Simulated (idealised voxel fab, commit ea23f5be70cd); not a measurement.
process module | voxel capacitor over wiring
cross-section cut | 240 nm wide | cells 5 nm
A cross-section is a grid of square cells, given in bands from the top down. A band is one or more rows of cells.
Each band's line starts with the height of the band's top and of its bottom, in nm. Then come its materials from left to right, each with its width in nm. One material with "throughout" fills the band from edge to edge. "air" is empty space.
Height 0 is the level under which the wafer as received is all one material. The lowest band goes on downwards, as in "0 down".
A width such as "30 to 40" changes by the same amount from each row of cells to the next, from the band's top row to its bottom row.
"no change" after a step means that no cell of the cross-section changed.
closed voids: empty space of 8 cells or more with no open way to the top, each as width x height at its distance from the left edge, in nm
after a step's settings: what the simulator itself notes on the step
overlay nm, on a step with a mask: how far to the right of its planned place the mask lay; to the left if negative
plan
1 op RECEIVE | material Si
2 op CONFORMAL_DEP | material SiO2 | thk nm 10
3 op CONFORMAL_DEP | material SiCN | thk nm 5
4 op DIRECTIONAL_DEP | material SiO2 | thk nm 20
5 op DIRECTIONAL_DEP | material aC | thk nm 15
6 op PATTERN | tone open | mask id METAL_1 | material resist | width nm 30 | pitch nm 90 | thk nm 30 | overlay nm 0
7 op DIRECTIONAL_ETCH | etch materials aC | depth nm 15
8 op STRIP | etch materials resist
9 op DIRECTIONAL_ETCH | etch materials SiO2 | depth nm 20
10 op DIRECTIONAL_ETCH | etch materials SiCN | depth nm 5
11 op STRIP | etch materials aC
12 op CONFORMAL_DEP | material TiN | thk nm 5
13 op FILL_DEP | material Cu | thk nm 10
14 op CMP | height nm 35
15 op CONFORMAL_DEP | material SiCN | thk nm 5
16 op DIRECTIONAL_DEP | material lowk | thk nm 20
17 op DIRECTIONAL_DEP | material aC | thk nm 10
18 op PATTERN | tone open | mask id PLUG_1 | material resist | width nm 15 | thk nm 30 | overlay nm 0
19 op DIRECTIONAL_ETCH | etch materials aC | depth nm 10
20 op STRIP | etch materials resist
21 op DIRECTIONAL_ETCH | etch materials lowk | depth nm 20
22 op DIRECTIONAL_ETCH | etch materials SiCN | depth nm 5
23 op STRIP | etch materials aC
24 op EPI | material Ru | thk nm 10
25 op EPI | material Ru | thk nm 10
26 op EPI | material Ru | thk nm 5
27 op DIRECTIONAL_DEP | material TiN | thk nm 10
28 op DIRECTIONAL_DEP | material HfO2 | thk nm 5
29 op DIRECTIONAL_DEP | material TiN | thk nm 10
30 op PATTERN | tone cover | mask id UPPER_PLATE | material resist | width nm 65 | thk nm 20 | overlay nm 0
31 op DIRECTIONAL_ETCH | etch materials TiN | depth nm 10
32 op DIRECTIONAL_ETCH | etch materials HfO2 | depth nm 5
33 op STRIP | etch materials resist
34 op DIRECTIONAL_DEP | material aC | thk nm 10
35 op PATTERN | tone cover | mask id LOWER_PLATE | material resist | width nm 75 | thk nm 25 | overlay nm 0
36 op DIRECTIONAL_ETCH | etch materials aC | depth nm 10
37 op STRIP | etch materials resist
38 op DIRECTIONAL_ETCH | etch materials TiN | depth nm 10
39 op STRIP | etch materials aC
40 op FILL_DEP | material SiO2 | thk nm 20
41 op CMP | height nm 100
42 op DIRECTIONAL_DEP | material aC | thk nm 10
43 op PATTERN | tone open | mask id PLUG_2 | material resist | width nm 15 | thk nm 25 | overlay nm 0
44 op DIRECTIONAL_ETCH | etch materials aC | depth nm 10
45 op STRIP | etch materials resist
46 op DIRECTIONAL_ETCH | etch materials SiO2 | depth nm 15
47 op STRIP | etch materials aC
48 op CONFORMAL_DEP | material TiN | thk nm 5
49 op FILL_DEP | material Cu | thk nm 5
50 op CMP | height nm 100
51 op CONFORMAL_DEP | material SiCN | thk nm 5
as received, after step 1
  0 down: Si throughout
  closed voids: none
first wafer at the end, as planned
  105 to 100: SiCN throughout
  100 to 90: SiO2 85 | TiN 5 | Cu 5 | TiN 5 | SiO2 140
  90 to 85: SiO2 85 | TiN 15 | SiO2 140
  85 to 75: SiO2 75 | TiN 65 | SiO2 100
  75 to 70: SiO2 75 | HfO2 65 | SiO2 100
  70 to 60: SiO2 70 | TiN 75 | SiO2 95
  60 to 40: lowk 75 | Ru 15 | lowk 150
  40 to 35: SiCN 75 | Ru 15 | SiCN 150
  35 to 15: SiO2 60 | TiN 5 | Cu 20 | TiN 5 | SiO2 60 | TiN 5 | Cu 20 | TiN 5 | SiO2 60
  15 to 10: SiCN 60 | TiN 30 | SiCN 60 | TiN 30 | SiCN 60
  10 to 0: SiO2 throughout
  0 down: Si throughout
  closed voids: none
second wafer at the end: like start, like plan, one mistake
  105 to 100: SiCN throughout
  100 to 95: SiO2 85 | TiN 15 | SiO2 140
  95 to 85: SiO2 75 | TiN 25 | SiO2 140
  85 to 80: SiO2 75 | HfO2 25 | TiN 40 | SiO2 100
  80 to 75: SiO2 70 | TiN 70 | SiO2 100
  75 to 70: SiO2 70 | TiN 30 | HfO2 40 | SiO2 100
  70 to 60: SiO2 65 | Ru 35 | TiN 45 | SiO2 95
  60 to 40: lowk 75 | Ru 15 | lowk 150
  40 to 35: SiCN 75 | Ru 15 | SiCN 150
  35 to 15: SiO2 60 | TiN 5 | Cu 20 | TiN 5 | SiO2 60 | TiN 5 | Cu 20 | TiN 5 | SiO2 60
  15 to 10: SiCN 60 | TiN 30 | SiCN 60 | TiN 30 | SiCN 60
  10 to 0: SiO2 throughout
  0 down: Si throughout
  closed voids: none
what went wrong: one of the steps 24 and 25, which are alike, was run twice
at the end the second wafer has, in cells: 2 fewer of Cu | 14 more of Ru | 8 fewer of SiO2 | 4 fewer of TiN
